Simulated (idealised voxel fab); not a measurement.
process module | voxel air gaps
cross-section cut | 150 nm wide | cells 5 nm
A cross-section is a grid of square cells, given in bands from the top down. A band is one or more rows of cells.
Each band's line starts with the height of the band's top and of its bottom, in nm. Then come its materials from left to right, each with its width in nm. One material with "throughout" fills the band from edge to edge. "air" is empty space.
Height 0 is the level under which the wafer as received is all one material. The lowest band goes on downwards, as in "0 down".
A width such as "30 to 40" changes by the same amount from each row of cells to the next, from the band's top row to its bottom row.
"no change" after a step means that no cell of the cross-section changed.
closed voids: empty space of 8 cells or more with no open way to the top, each as width x height at its distance from the left edge, in nm
after a step's settings: what the simulator itself notes on the step
overlay nm, on a step with a mask: how far to the right of its planned place the mask lay; to the left if negative
plan
1 op RECEIVE | material Si
2 op CONFORMAL_DEP | material SiO2 | thk nm 10
3 op CONFORMAL_DEP | material SiN | thk nm 5
4 op DIRECTIONAL_DEP | material SiO2 | thk nm 30
5 op MASKED_ETCH | tone open | mask id LINES | width nm 15 | pitch nm 45 | etch materials SiO2 | depth nm 30 | overlay nm 0
6 op CONFORMAL_DEP | material TiN | thk nm 5
7 op FILL_DEP | material Ru | thk nm 10
8 op CMP | height nm 45
9 op EPI | material Ru | thk nm 10
10 op SELECTIVE_ETCH | etch materials SiO2 | depth nm 40
11 op CONFORMAL_DEP | material SiN | thk nm 5
first wafer, as planned
as received, after step 1
  0 down: Si throughout
  closed voids: none
after step 2
  10 to 0: SiO2 throughout
  below 0: unchanged
after step 3
  15 to 10: SiN throughout
  below 10: unchanged
after step 4
  45 to 15: SiO2 throughout
  below 15: unchanged
after step 5
  45 to 15: SiO2 20 | air 15 | SiO2 30 | air 15 | SiO2 30 | air 15 | SiO2 25
  below 15: unchanged
after step 6
  50 to 45: TiN 25 | air 5 | TiN 40 | air 5 | TiN 40 | air 5 | TiN 30
  45 to 20: SiO2 20 | TiN 5 | air 5 | TiN 5 | SiO2 30 | TiN 5 | air 5 | TiN 5 | SiO2 30 | TiN 5 | air 5 | TiN 5 | SiO2 25
  20 to 15: SiO2 20 | TiN 15 | SiO2 30 | TiN 15 | SiO2 30 | TiN 15 | SiO2 25
  below 15: unchanged
after step 7
  60 to 50: Ru throughout
  50 to 45: TiN 25 | Ru 5 | TiN 40 | Ru 5 | TiN 40 | Ru 5 | TiN 30
  45 to 20: SiO2 20 | TiN 5 | Ru 5 | TiN 5 | SiO2 30 | TiN 5 | Ru 5 | TiN 5 | SiO2 30 | TiN 5 | Ru 5 | TiN 5 | SiO2 25
  below 20: unchanged
after step 8
  45 to 20: SiO2 20 | TiN 5 | Ru 5 | TiN 5 | SiO2 30 | TiN 5 | Ru 5 | TiN 5 | SiO2 30 | TiN 5 | Ru 5 | TiN 5 | SiO2 25
  below 20: unchanged
after step 9
  55 to 45: air 10 | Ru 35 | air 10 | Ru 35 | air 10 | Ru 35 | air 15
  below 45: unchanged
after step 10
  55 to 45: air 10 | Ru 35 | air 10 | Ru 35 | air 10 | Ru 35 | air 15
  45 to 20: air 20 | TiN 5 | Ru 5 | TiN 5 | air 30 | TiN 5 | Ru 5 | TiN 5 | air 30 | TiN 5 | Ru 5 | TiN 5 | air 25
  20 to 15: air 20 | TiN 15 | air 30 | TiN 15 | air 30 | TiN 15 | air 25
  below 15: unchanged
after step 11
  60 to 55: air 5 | SiN 135 | air 10
  55 to 45: air 5 | SiN 5 | Ru 35 | SiN 10 | Ru 35 | SiN 10 | Ru 35 | SiN 5 | air 10
  45 to 40: air 5 | SiN 15 | TiN 5 | Ru 5 | TiN 5 | SiN 30 | TiN 5 | Ru 5 | TiN 5 | SiN 30 | TiN 5 | Ru 5 | TiN 5 | SiN 15 | air 10
  40 to 20: air 15 | SiN 5 | TiN 5 | Ru 5 | TiN 5 | SiN 5 | air 20 | SiN 5 | TiN 5 | Ru 5 | TiN 5 | SiN 5 | air 20 | SiN 5 | TiN 5 | Ru 5 | TiN 5 | SiN 5 | air 20
  20 to 15: SiN 20 | TiN 15 | SiN 30 | TiN 15 | SiN 30 | TiN 15 | SiN 25
  below 15: unchanged
  closed voids: 20 x 20 at 40; 20 x 20 at 85
second wafer: like start, like plan, one mistake. Through step 4 it matches the first wafer
when step 5 should have ended
  45 to 15: SiO2 20 | air 20 | SiO2 25 | air 20 | SiO2 25 | air 20 | SiO2 20
  below 15: unchanged
when step 6 should have ended
  50 to 45: TiN 25 | air 10 | TiN 35 | air 10 | TiN 35 | air 10 | TiN 25
  45 to 20: SiO2 20 | TiN 5 | air 10 | TiN 5 | SiO2 25 | TiN 5 | air 10 | TiN 5 | SiO2 25 | TiN 5 | air 10 | TiN 5 | SiO2 20
  20 to 15: SiO2 20 | TiN 20 | SiO2 25 | TiN 20 | SiO2 25 | TiN 20 | SiO2 20
  below 15: unchanged
when step 7 should have ended
  60 to 50: Ru throughout
  50 to 45: TiN 25 | Ru 10 | TiN 35 | Ru 10 | TiN 35 | Ru 10 | TiN 25
  45 to 20: SiO2 20 | TiN 5 | Ru 10 | TiN 5 | SiO2 25 | TiN 5 | Ru 10 | TiN 5 | SiO2 25 | TiN 5 | Ru 10 | TiN 5 | SiO2 20
  below 20: unchanged
when step 8 should have ended
  45 to 20: SiO2 20 | TiN 5 | Ru 10 | TiN 5 | SiO2 25 | TiN 5 | Ru 10 | TiN 5 | SiO2 25 | TiN 5 | Ru 10 | TiN 5 | SiO2 20
  below 20: unchanged
when step 9 should have ended
  55 to 45: air 10 | Ru 40 | air 5 | Ru 40 | air 5 | Ru 40 | air 10
  below 45: unchanged
when step 10 should have ended
  55 to 45: air 10 | Ru 40 | air 5 | Ru 40 | air 5 | Ru 40 | air 10
  45 to 20: air 20 | TiN 5 | Ru 10 | TiN 5 | air 25 | TiN 5 | Ru 10 | TiN 5 | air 25 | TiN 5 | Ru 10 | TiN 5 | air 20
  20 to 15: air 20 | TiN 20 | air 25 | TiN 20 | air 25 | TiN 20 | air 20
  below 15: unchanged
when step 11 should have ended
  60 to 55: air 5 | SiN 140 | air 5
  55 to 45: air 5 | SiN 5 | Ru 40 | SiN 5 | Ru 40 | SiN 5 | Ru 40 | SiN 5 | air 5
  45 to 40: air 5 | SiN 15 | TiN 5 | Ru 10 | TiN 5 | SiN 25 | TiN 5 | Ru 10 | TiN 5 | SiN 25 | TiN 5 | Ru 10 | TiN 5 | SiN 15 | air 5
  40 to 20: air 15 | SiN 5 | TiN 5 | Ru 10 | TiN 5 | SiN 5 | air 15 | SiN 5 | TiN 5 | Ru 10 | TiN 5 | SiN 5 | air 15 | SiN 5 | TiN 5 | Ru 10 | TiN 5 | SiN 5 | air 15
  20 to 15: SiN 20 | TiN 20 | SiN 25 | TiN 20 | SiN 25 | TiN 20 | SiN 20
  below 15: unchanged
  closed voids: 15 x 20 at 45; 15 x 20 at 90
what went wrong: step 5 ran as: op MASKED_ETCH | tone open | mask id LINES | width nm 20 | pitch nm 45 | etch materials SiO2 | depth nm 30 | overlay nm 0
at the end the second wafer has, in cells: 21 more of Ru | 8 fewer of SiN | 3 more of TiN
